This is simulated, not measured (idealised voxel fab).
process module | voxel self aligned vias
cross-section cut | 185 nm wide | cells 5 nm
A cross-section is a grid of square cells, given in bands from the top down. A band is one or more rows of cells.
Each band's line starts with the height of the band's top and of its bottom, in nm. Then come its materials from left to right, each with its width in nm. One material with "throughout" fills the band from edge to edge. "air" is empty space.
Height 0 is the level under which the wafer as received is all one material. The lowest band goes on downwards, as in "0 down".
A width such as "30 to 40" changes by the same amount from each row of cells to the next, from the band's top row to its bottom row.
"no change" after a step means that no cell of the cross-section changed.
closed voids: empty space of 8 cells or more with no open way to the top, each as width x height at its distance from the left edge, in nm
after a step's settings: what the simulator itself notes on the step
overlay nm, on a step with a mask: how far to the right of its planned place the mask lay; to the left if negative
plan
1 op RECEIVE | material Si
2 op CONFORMAL_DEP | material SiO2 | thk nm 10
3 op CONFORMAL_DEP | material SiCN | thk nm 5
4 op DIRECTIONAL_DEP | material SiO2 | thk nm 25
5 op MASKED_ETCH | tone open | mask id LINES | width nm 20 | pitch nm 70 | etch materials SiO2 | depth nm 25 | overlay nm 0
6 op CONFORMAL_DEP | material TiN | thk nm 5
7 op FILL_DEP | material Ru | thk nm 10
8 op CMP | height nm 40
9 op SELECTIVE_ETCH | etch materials W Ru TiN | depth nm 10
10 op FILL_DEP | material SiN | thk nm 10
11 op CMP | height nm 40
12 op DIRECTIONAL_DEP | material SiO2 | thk nm 15
13 op DIRECTIONAL_DEP | material aC | thk nm 10
14 op PATTERN | tone open | mask id VIAS | material resist | width nm 40 | pitch nm 70 | thk nm 25 | overlay nm 0
15 op DIRECTIONAL_ETCH | etch materials aC | depth nm 10
16 op STRIP | etch materials resist
17 op DIRECTIONAL_ETCH | etch materials SiO2 | depth nm 15
18 op DIRECTIONAL_ETCH | etch materials SiN | depth nm 10
19 op STRIP | etch materials aC
20 op CONFORMAL_DEP | material TiN | thk nm 5
21 op FILL_DEP | material Ru | thk nm 5
22 op CMP | height nm 55
23 op CONFORMAL_DEP | material SiN | thk nm 5
as received, after step 1
  0 down: Si throughout
  closed voids: none
a wafer at the end: this start, this plan, one mistake
  60 to 55: SiN throughout
  55 to 40: SiO2 35 | TiN 5 | Ru 30 | TiN 5 | SiO2 30 | TiN 5 | Ru 30 | TiN 5 | SiO2 40
  40 to 35: SiN 35 | TiN 15 | Ru 10 | TiN 15 | SiN 30 | TiN 15 | Ru 10 | TiN 15 | SiN 40
  35 to 30: SiO2 45 | TiN 20 | SiO2 50 | TiN 20 | SiO2 50
  30 to 15: SiO2 45 | TiN 5 | Ru 10 | TiN 5 | SiO2 50 | TiN 5 | Ru 10 | TiN 5 | SiO2 50
  15 to 10: SiO2 45 | TiN 20 | SiO2 50 | TiN 20 | SiO2 50
  10 to 0: SiO2 throughout
  0 down: Si throughout
  closed voids: none
what went wrong: step 3 was left out
